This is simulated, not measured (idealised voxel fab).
The following is a process module called voxel capacitor over wiring.
In the cross-section labelled cut, the width is 160 nm and each square cell is 5 nm.
For the purposes of this document, a cross-section shall be understood as a grid of square cells, specified as bands listed in top-to-bottom order, each band consisting of one or more rows of cells. It is stipulated that each band's entry specify, in nanometres, the height of the top of the band and then that of its bottom, followed by the materials of the band in left-to-right sequence, each together with its width in nanometres. A single material marked by the word "everywhere" is understood to fill the band from edge to edge; the word "blank" is understood to denote empty space. It should be noted that heights are counted from 0, beneath which the wafer as supplied is of one material throughout, and that the lowest band possesses no lower boundary but continues downward, as written in "0 down". So if you see something like "30..40" for the width, read it as the top row of the band sitting at the first number and the bottom row at the second, with every row in between moving by the same amount as the last. Where a step carries "nothing changed", the cross-section came out of it unchanged, cell for cell. Any empty space of 8 cells or more lacking an open way to the top shows up in "Enclosed void entries" as width x height at distance, distance from the left edge, in nm. Where a step's line continues beyond its settings, the continuation is a remark by the simulator itself on that step. "overlay nm" denotes, for a step that has a mask, the displacement of the mask to the right of its planned place, with negative values corresponding to the left.

-- So here's the lineup of process steps we planned
1. RECEIVE [material Si]
2. CONFORMAL_DEP [material SiO2] [thk nm 10]
3. DIRECTIONAL_DEP [material TiN] [thk nm 5]
4. DIRECTIONAL_DEP [material Ru] [thk nm 25]
5. DIRECTIONAL_DEP [material aC] [thk nm 10]
6. PATTERN [tone cover] [mask id METAL_1] [material resist] [width nm 20] [pitch nm 85] [thk nm 30] [overlay nm 0]
7. DIRECTIONAL_ETCH [etch materials aC] [depth nm 10]
8. STRIP [etch materials resist]
9. DIRECTIONAL_ETCH [etch materials Ru] [depth nm 25]
10. DIRECTIONAL_ETCH [etch materials TiN] [depth nm 5]
11. STRIP [etch materials aC]
12. FILL_DEP [material lowk] [thk nm 10]
13. CMP [height nm 40]
14. CONFORMAL_DEP [material SiCN] [thk nm 5]
15. DIRECTIONAL_DEP [material lowk] [thk nm 15]
16. PATTERN [tone open] [mask id PLUG_1] [material resist] [width nm 15] [thk nm 15] [overlay nm 0]
17. DIRECTIONAL_ETCH [etch materials lowk] [depth nm 15]
18. DIRECTIONAL_ETCH [etch materials SiCN] [depth nm 5]
19. STRIP [etch materials resist]
20. EPI [material Ru] [thk nm 10]
21. EPI [material Ru] [thk nm 10]
22. DIRECTIONAL_DEP [material TiN] [thk nm 5]
23. DIRECTIONAL_DEP [material HfO2] [thk nm 5]
24. DIRECTIONAL_DEP [material TiN] [thk nm 10]
25. PATTERN [tone cover] [mask id UPPER_PLATE] [material resist] [width nm 70] [thk nm 15] [overlay nm 0]
26. DIRECTIONAL_ETCH [etch materials TiN] [depth nm 10]
27. DIRECTIONAL_ETCH [etch materials HfO2] [depth nm 5]
28. STRIP [etch materials resist]
29. DIRECTIONAL_DEP [material aC] [thk nm 15]
30. PATTERN [tone cover] [mask id LOWER_PLATE] [material resist] [width nm 80] [thk nm 35] [overlay nm 0]
31. DIRECTIONAL_ETCH [etch materials aC] [depth nm 15]
32. STRIP [etch materials resist]
33. DIRECTIONAL_ETCH [etch materials TiN] [depth nm 5]
34. STRIP [etch materials aC]
35. FILL_DEP [material SiO2] [thk nm 15]
36. CMP [height nm 90]
37. MASKED_ETCH [tone open] [mask id PLUG_2] [width nm 15] [etch materials SiO2] [depth nm 10] [overlay nm 0]
38. CONFORMAL_DEP [material TiN] [thk nm 5]
39. FILL_DEP [material Ru] [thk nm 10]
40. CMP [height nm 90]
41. CONFORMAL_DEP [material SiCN] [thk nm 5]

-- Received-state cross-section, reflecting completion of step 1
* 0 down: Si everywhere
* Enclosed void entries: none

-- Here's the cross-section of the first of our two wafers at the end of the module - it ran as planned
* 95 to 90: SiCN everywhere
* 90 to 85: SiO2=40, then TiN=5, then Ru=5, then TiN=5, then SiO2=105
* 85 to 80: SiO2=40, then TiN=15, then SiO2=105
* 80 to 70: SiO2=30, then TiN=70, then SiO2=60
* 70 to 65: SiO2=30, then HfO2=70, then SiO2=60
* 65 to 60: SiO2=25, then TiN=80, then SiO2=55
* 60 to 45: lowk=30, then Ru=15, then lowk=115
* 45 to 40: SiCN=30, then Ru=15, then SiCN=115
* 40 to 15: lowk=25, then Ru=20, then lowk=65, then Ru=20, then lowk=30
* 15 to 10: lowk=25, then TiN=20, then lowk=65, then TiN=20, then lowk=30
* 10 to 0: SiO2 everywhere
* 0 down: Si everywhere
* Enclosed void entries: none

-- So this is wafer number two of the two, cut at the end of the module - it started where the first did and had the same plan, we just got one thing wrong running it
* 95 to 90: SiCN everywhere
* 90 to 85: SiO2=40, then TiN=5, then Ru=5, then TiN=5, then SiO2=105
* 85 to 75: SiO2=40..30, then TiN=15..20, then SiO2=105..110
* 75 to 70: SiO2=30, then TiN=70, then SiO2=60
* 70 to 65: SiO2=30, then HfO2=20, then TiN=50, then SiO2=60
* 65 to 60: SiO2=25, then TiN=25, then HfO2=50, then SiO2=60
* 60 to 55: SiO2=25, then Ru=25, then TiN=55, then SiO2=55
* 55 to 45: lowk=30, then Ru=15, then lowk=115
* 45 to 40: SiCN=30, then Ru=15, then SiCN=115
* 40 to 15: lowk=25, then Ru=20, then lowk=65, then Ru=20, then lowk=30
* 15 to 10: lowk=25, then TiN=20, then lowk=65, then TiN=20, then lowk=30
* 10 to 0: SiO2 everywhere
* 0 down: Si everywhere
* Enclosed void entries: none
Diagnosis: off-plan run, step 15, actual operation and settings DIRECTIONAL_DEP [material lowk] [thk nm 10]
Upon completion, the second wafer contains, in terms of cells, a greater or smaller amount of certain materials than the first wafer: Ru +2 | SiO2 +27 | lowk -29
